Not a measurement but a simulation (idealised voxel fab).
The document below concerns the process module designated voxel ribs on slabs.
The cross-section shown here is cut; it is 145 nm wide and divided into square cells measuring 5 nm on a side.
Format of a cross-section: grid, square cells. Given as bands. Order: top down. Band: one or more rows of cells.
Band entry format. Leading values: height of top, height of bottom, nm. Remainder: materials in left-to-right order, each with its width in nm. Special words: "edge to edge" on a single material, which then fills the band edge to edge; "blank", empty space.
Height reference: 0 = level under which incoming wafer is all one material. Lowest band: no bottom, runs on downward, e.g. "from 0 down".
When a width is written as two numbers, as in "30->40", the first number is the width in the top row of cells of the band and the second is the width in its bottom row, and the width changes by the same amount from each row to the next.
"remained unchanged" (step): cross-section cells unchanged, all of them.
Reported under the label "Enclosed voids" are the empty spaces having no open way to the top and comprising 8 cells or more; the notation for each is width x height at distance, in which the distance is measured from the left edge and all three values are in nm.
Text after the settings on a step's line: the simulator's own remark on that step.
The line of a step may include "overlay nm". On a step with a mask, this value is how far to the right of its planned place the mask lay. A negative value means the mask lay to the left.
Pairs from here to the end. Each: cross-section before one process step, cross-section after it, the latter only as far down as the lowest band that changed. Under each: the step between, and its settings. Mind that the pairs may be taken from different runs of this module on the same starting wafer; whether a pair continues from the pair above depends on its entry headed "Status quo ante", and it does only where that entry says so.

STATUS QUO ANTE
- from 65 to 55: TiN edge to edge
- from 55 to 40: SiO2 edge to edge
- from 40 to 30: SiO2: 65; polySi: 15; SiO2: 65
- from 30 to 25: SiO2: 45; polySi: 55; SiO2: 45
- from 25 to 0: TiN edge to edge
- from 0 down: Si edge to edge
- Enclosed voids: none

STEP RESULT
- from 85 to 65: blank: 60; resist: 25; blank: 60
- Note: structure below 65 unchanged.
- Enclosed voids: none
It is this step that lies between the two cross-sections above: PATTERN,tone cover,mask id HEATER,material resist,width nm 25,thk nm 20,overlay nm 0

Status quo ante: it's just the after picture from the pair right above this one.

STEP RESULT
- from 85 to 65: blank: 60; resist: 25; blank: 60
- from 65 to 55: blank: 60; TiN: 25; blank: 60
- Note: structure below 55 unchanged.
- Enclosed voids: none
It is this step that lies between the two cross-sections above: DIRECTIONAL_ETCH,etch materials TiN,depth nm 10

Status quo ante: it's just the after picture from the pair right above this one.

STEP RESULT
- from 65 to 55: blank: 60; TiN: 25; blank: 60
- Note: structure below 55 unchanged.
- Enclosed voids: none
It is this step that lies between the two cross-sections above: STRIP,etch materials resist

Status quo ante: it's just the after picture from the pair right above this one.

STEP RESULT
- from 70 to 65: blank: 55; SiO2: 35; blank: 55
- from 65 to 60: blank: 55; SiO2: 5; TiN: 25; SiO2: 5; blank: 55
- from 60 to 55: SiO2: 60; TiN: 25; SiO2: 60
- Note: structure below 55 unchanged.
- Enclosed voids: none
It is this step that lies between the two cross-sections above: CONFORMAL_DEP,material SiO2,thk nm 5

STATUS QUO ANTE
- from 65 to 55: TiN edge to edge
- from 55 to 40: SiO2 edge to edge
- from 40 to 30: SiO2: 65; polySi: 15; SiO2: 65
- from 30 to 25: SiO2: 45; polySi: 55; SiO2: 45
- from 25 to 0: SiO2 edge to edge
- from 0 down: Si edge to edge
- Enclosed voids: none

STEP RESULT
- from 85 to 65: resist: 60; blank: 25; resist: 60
- Note: structure below 65 unchanged.
- Enclosed voids: none
It is this step that lies between the two cross-sections above: PATTERN,tone open,mask id HEATER,material resist,width nm 25,thk nm 20,overlay nm 0

Status quo ante: it's just the after picture from the pair right above this one.

STEP RESULT
- from 85 to 65: resist: 60; blank: 25; resist: 60
- from 65 to 55: TiN: 60; blank: 25; TiN: 60
- Note: structure below 55 unchanged.
- Enclosed voids: none
It is this step that lies between the two cross-sections above: DIRECTIONAL_ETCH,etch materials TiN,depth nm 10

Status quo ante: it's just the after picture from the pair right above this one.

STEP RESULT
- from 65 to 55: TiN: 60; blank: 25; TiN: 60
- Note: structure below 55 unchanged.
- Enclosed voids: none
It is this step that lies between the two cross-sections above: STRIP,etch materials resist

Status quo ante: it's just the after picture from the pair right above this one.

STEP RESULT
- from 70 to 65: SiO2: 65; blank: 15; SiO2: 65
- from 65 to 60: TiN: 60; SiO2: 5; blank: 15; SiO2: 5; TiN: 60
- from 60 to 55: TiN: 60; SiO2: 25; TiN: 60
- Note: structure below 55 unchanged.
- Enclosed voids: none
It is this step that lies between the two cross-sections above: CONFORMAL_DEP,material SiO2,thk nm 5
